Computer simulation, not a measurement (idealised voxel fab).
Process module under the name voxel air gaps
Displayed cross-section: cut, width of 200 nm, square cells sized 5 nm.
Square cells in a grid make up a cross-section in this document, and the grid is given as bands, listed from the top down, each one or more rows of cells. Heights first: top, then bottom, in nm. Then materials, left to right, each with a width in nm. "edge to edge" on a single material: fills the band edge to edge. "blank": empty space. A quick word on heights: they are counted from 0, and under that level the wafer as it came to us is one material throughout. The lowest band is different from the rest in having no bottom; it simply continues downward, written as in "z 0 and below". Top row gets the first number, bottom row gets the second, and each row in between changes by the same step: that is how a band width like "30->40" works. The designation "stayed the same", where it is given for a processing step, indicates that no cell of the cross-section was altered in the course of that step. "Sealed cavities": sealed empty spaces, 8 cells or more, no open way to top, listed width x height at distance, with distance from the left edge and width, height and distance in nm. Note: text after step settings on the step line = simulator remark on that step. overlay nm: where the mask lay relative to plan, measured to the right, on steps with a mask; negatives go left.

## The process steps that were planned are listed below
| 1 | RECEIVE (material Si) |
| 2 | CONFORMAL_DEP (material SiO2; thk nm 15) |
| 3 | CONFORMAL_DEP (material SiCN; thk nm 5) |
| 4 | DIRECTIONAL_DEP (material lowk; thk nm 30) |
| 5 | PATTERN (tone open; mask id LINES; material resist; width nm 20; pitch nm 45; thk nm 20; overlay nm 0) |
| 6 | DIRECTIONAL_ETCH (etch materials lowk; depth nm 30) |
| 7 | STRIP (etch materials resist) |
| 8 | CONFORMAL_DEP (material TiN; thk nm 5) |
| 9 | FILL_DEP (material Ru; thk nm 5) |
| 10 | CMP (height nm 50) |
| 11 | EPI (material Ru; thk nm 10) |
| 12 | SELECTIVE_ETCH (etch materials lowk; depth nm 40) |
| 13 | CONFORMAL_DEP (material SiCN; thk nm 5) |

## The first of two wafers, run as planned

## as received, after step 1
  z 0 and below = Si edge to edge
  Sealed cavities: none

## So this is the wafer cross-section right after step 2
  z 15 to 0 = SiO2 edge to edge
  Under 0: no change, same as before.

## So this is the wafer cross-section right after step 3
  z 20 to 15 = SiCN edge to edge
  Under 15: no change, same as before.

## So this is the wafer cross-section right after step 4
  z 50 to 20 = lowk edge to edge
  Under 20: no change, same as before.

## So this is the wafer cross-section right after step 5
  z 70 to 50 = 45 resist; 20 blank; 25 resist; 20 blank; 25 resist; 20 blank; 45 resist
  Under 50: no change, same as before.

## So this is the wafer cross-section right after step 6
  z 70 to 50 = 45 resist; 20 blank; 25 resist; 20 blank; 25 resist; 20 blank; 45 resist
  z 50 to 20 = 45 lowk; 20 blank; 25 lowk; 20 blank; 25 lowk; 20 blank; 45 lowk
  Under 20: no change, same as before.

## So this is the wafer cross-section right after step 7
  z 50 to 20 = 45 lowk; 20 blank; 25 lowk; 20 blank; 25 lowk; 20 blank; 45 lowk
  Under 20: no change, same as before.

## So this is the wafer cross-section right after step 8
  z 55 to 50 = 50 TiN; 10 blank; 35 TiN; 10 blank; 35 TiN; 10 blank; 50 TiN
  z 50 to 25 = 45 lowk; 5 TiN; 10 blank; 5 TiN; 25 lowk; 5 TiN; 10 blank; 5 TiN; 25 lowk; 5 TiN; 10 blank; 5 TiN; 45 lowk
  z 25 to 20 = 45 lowk; 20 TiN; 25 lowk; 20 TiN; 25 lowk; 20 TiN; 45 lowk
  Under 20: no change, same as before.

## So this is the wafer cross-section right after step 9
  z 60 to 55 = Ru edge to edge
  z 55 to 50 = 50 TiN; 10 Ru; 35 TiN; 10 Ru; 35 TiN; 10 Ru; 50 TiN
  z 50 to 25 = 45 lowk; 5 TiN; 10 Ru; 5 TiN; 25 lowk; 5 TiN; 10 Ru; 5 TiN; 25 lowk; 5 TiN; 10 Ru; 5 TiN; 45 lowk
  Under 25: no change, same as before.

## So this is the wafer cross-section right after step 10
  z 50 to 25 = 45 lowk; 5 TiN; 10 Ru; 5 TiN; 25 lowk; 5 TiN; 10 Ru; 5 TiN; 25 lowk; 5 TiN; 10 Ru; 5 TiN; 45 lowk
  Under 25: no change, same as before.

## So this is the wafer cross-section right after step 11
  z 60 to 50 = 35 blank; 40 Ru; 5 blank; 40 Ru; 5 blank; 40 Ru; 35 blank
  Under 50: no change, same as before.

## So this is the wafer cross-section right after step 12
  z 60 to 50 = 35 blank; 40 Ru; 5 blank; 40 Ru; 5 blank; 40 Ru; 35 blank
  z 50 to 25 = 45 blank; 5 TiN; 10 Ru; 5 TiN; 25 blank; 5 TiN; 10 Ru; 5 TiN; 25 blank; 5 TiN; 10 Ru; 5 TiN; 45 blank
  z 25 to 20 = 45 blank; 20 TiN; 25 blank; 20 TiN; 25 blank; 20 TiN; 45 blank
  Under 20: no change, same as before.

## So this is the wafer cross-section right after step 13
  z 65 to 60 = 30 blank; 140 SiCN; 30 blank
  z 60 to 50 = 30 blank; 5 SiCN; 40 Ru; 5 SiCN; 40 Ru; 5 SiCN; 40 Ru; 5 SiCN; 30 blank
  z 50 to 45 = 30 blank; 15 SiCN; 5 TiN; 10 Ru; 5 TiN; 25 SiCN; 5 TiN; 10 Ru; 5 TiN; 25 SiCN; 5 TiN; 10 Ru; 5 TiN; 15 SiCN; 30 blank
  z 45 to 25 = 40 blank; 5 SiCN; 5 TiN; 10 Ru; 5 TiN; 5 SiCN; 15 blank; 5 SiCN; 5 TiN; 10 Ru; 5 TiN; 5 SiCN; 15 blank; 5 SiCN; 5 TiN; 10 Ru; 5 TiN; 5 SiCN; 40 blank
  z 25 to 20 = 45 SiCN; 20 TiN; 25 SiCN; 20 TiN; 25 SiCN; 20 TiN; 45 SiCN
  Under 20: no change, same as before.
  Sealed cavities: 15 x 20 at 70; 15 x 20 at 115

## It is to be noted that the second wafer proceeded from the same initial state and according to the same plan as the first, although one mistake was committed in its execution; through step 4, inclusive, the two wafers share an identical history

## Cross-sectional view of the second wafer at the intended end time of process step 5
  z 70 to 50 = 45 blank; 20 resist; 25 blank; 20 resist; 25 blank; 20 resist; 45 blank
  Under 50: no change, same as before.

## Cross-sectional view of the second wafer at the intended end time of process step 6
  z 70 to 50 = 45 blank; 20 resist; 25 blank; 20 resist; 25 blank; 20 resist; 45 blank
  z 50 to 20 = 45 blank; 20 lowk; 25 blank; 20 lowk; 25 blank; 20 lowk; 45 blank
  Under 20: no change, same as before.

## Cross-sectional view of the second wafer at the intended end time of process step 7
  z 50 to 20 = 45 blank; 20 lowk; 25 blank; 20 lowk; 25 blank; 20 lowk; 45 blank
  Under 20: no change, same as before.

## Cross-sectional view of the second wafer at the intended end time of process step 8
  z 55 to 50 = 40 blank; 30 TiN; 15 blank; 30 TiN; 15 blank; 30 TiN; 40 blank
  z 50 to 25 = 40 blank; 5 TiN; 20 lowk; 5 TiN; 15 blank; 5 TiN; 20 lowk; 5 TiN; 15 blank; 5 TiN; 20 lowk; 5 TiN; 40 blank
  z 25 to 20 = 45 TiN; 20 lowk; 25 TiN; 20 lowk; 25 TiN; 20 lowk; 45 TiN
  Under 20: no change, same as before.

## Cross-sectional view of the second wafer at the intended end time of process step 9
  z 60 to 55 = Ru edge to edge
  z 55 to 50 = 40 Ru; 30 TiN; 15 Ru; 30 TiN; 15 Ru; 30 TiN; 40 Ru
  z 50 to 25 = 40 Ru; 5 TiN; 20 lowk; 5 TiN; 15 Ru; 5 TiN; 20 lowk; 5 TiN; 15 Ru; 5 TiN; 20 lowk; 5 TiN; 40 Ru
  Under 25: no change, same as before.

## Cross-sectional view of the second wafer at the intended end time of process step 10
  z 50 to 25 = 40 Ru; 5 TiN; 20 lowk; 5 TiN; 15 Ru; 5 TiN; 20 lowk; 5 TiN; 15 Ru; 5 TiN; 20 lowk; 5 TiN; 40 Ru
  Under 25: no change, same as before.

## Cross-sectional view of the second wafer at the intended end time of process step 11
  z 60 to 50 = Ru edge to edge
  Under 50: no change, same as before.

Cross-sectional view of the second wafer at the intended end time of process step 12: stayed the same

## Cross-sectional view of the second wafer at the intended end time of process step 13
  z 65 to 60 = SiCN edge to edge
  Under 60: no change, same as before.
Short version of what went wrong: the process deviated at step 5: the operation and settings actually run there were PATTERN (tone cover; mask id LINES; material resist; width nm 20; pitch nm 45; thk nm 20; overlay nm 0)
Per the end-of-run cell counts, the second wafer holds more or fewer of some materials than the first: Ru: 112 more | SiCN: 64 fewer | TiN: 16 more | lowk: 72 more
Closed voids, final: 2 / 0 (first wafer / second wafer).
